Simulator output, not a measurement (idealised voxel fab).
Presented below is a process module, voxel quadruple lines.
For reference, the cross-section in this document is cut, with width 260 nm and square cells of 5 nm.
Format of a cross-section: grid, square cells. Given as bands. Order: top down. Band: one or more rows of cells. Heads up on the band format: heights come first, top then bottom, in nm. After that it's the materials left to right, each with its width in nm. A single material flagged "throughout" fills the whole band edge to edge, and "blank" means there's empty space there. Height is counted from the level 0, under which the received wafer is composed throughout of one material. The lowest of the bands is not closed at the bottom but continues downward, in the notation "0 down". The notation "30..40" denotes a width that varies across the rows of cells in the band, beginning at the first number in the top row, finishing at the second number in the bottom row, and changing by an identical amount from each row to the next. The designation "remained unchanged", where it is given for a processing step, indicates that no cell of the cross-section was altered in the course of that step. In "Sealed internal cavities" the enclosed voids are listed, meaning empty spaces of 8 cells or larger without any opening to the top. The form is width x height at distance, distance from the left edge, units nm. Whatever follows a step's settings on its line is a remark the simulator itself makes about that step. When a step includes a mask, the "overlay nm" setting on its line states how far to the right of its planned place that mask lay, and negative values state how far to the left.

## Process steps - plan
- 1: op RECEIVE | material Si
- 2: op CONFORMAL_DEP | material SiO2 | thk nm 5
- 3: op DIRECTIONAL_DEP | material Ru | thk nm 10
- 4: op DIRECTIONAL_DEP | material polySi | thk nm 15
- 5: op DIRECTIONAL_DEP | material aC | thk nm 20
- 6: op PATTERN | tone cover | mask id MANDREL | material resist | width nm 35 | thk nm 25 | overlay nm 0
- 7: op DIRECTIONAL_ETCH | etch materials aC | depth nm 20
- 8: op STRIP | etch materials resist
- 9: op CONFORMAL_DEP | material SiO2 | thk nm 15
- 10: op DIRECTIONAL_ETCH | etch materials SiO2 | depth nm 15
- 11: op STRIP | etch materials aC
- 12: op DIRECTIONAL_ETCH | etch materials polySi | depth nm 15
- 13: op STRIP | etch materials SiO2
- 14: op CONFORMAL_DEP | material SiCN | thk nm 5
- 15: op DIRECTIONAL_ETCH | etch materials SiCN | depth nm 10
- 16: op STRIP | etch materials polySi
- 17: op DIRECTIONAL_ETCH | etch materials Ru | depth nm 10
- 18: op STRIP | etch materials SiCN
Wafers differ in thk nm at step 14; plan lists the first wafer's value; identical starting state.

## Here's the first of the wafers in cross-section, just as we got it, i.e. after step 1
	0 down = Si throughout
	Sealed internal cavities: none

## Table: wafers, a row each; end-of-module cell change per material since receipt, gain (+), loss (-); then closed voids
thk nm 5; +8 Ru; +52 SiO2; Sealed internal cavities: none
thk nm 10; +16 Ru; +52 SiO2; Sealed internal cavities: none
thk nm 15; +104 Ru; +52 SiO2; +18 polySi; Sealed internal cavities: none
thk nm 20; +104 Ru; +52 SiO2; +18 polySi; Sealed internal cavities: none
thk nm 25; +104 Ru; +52 SiO2; +18 polySi; Sealed internal cavities: none
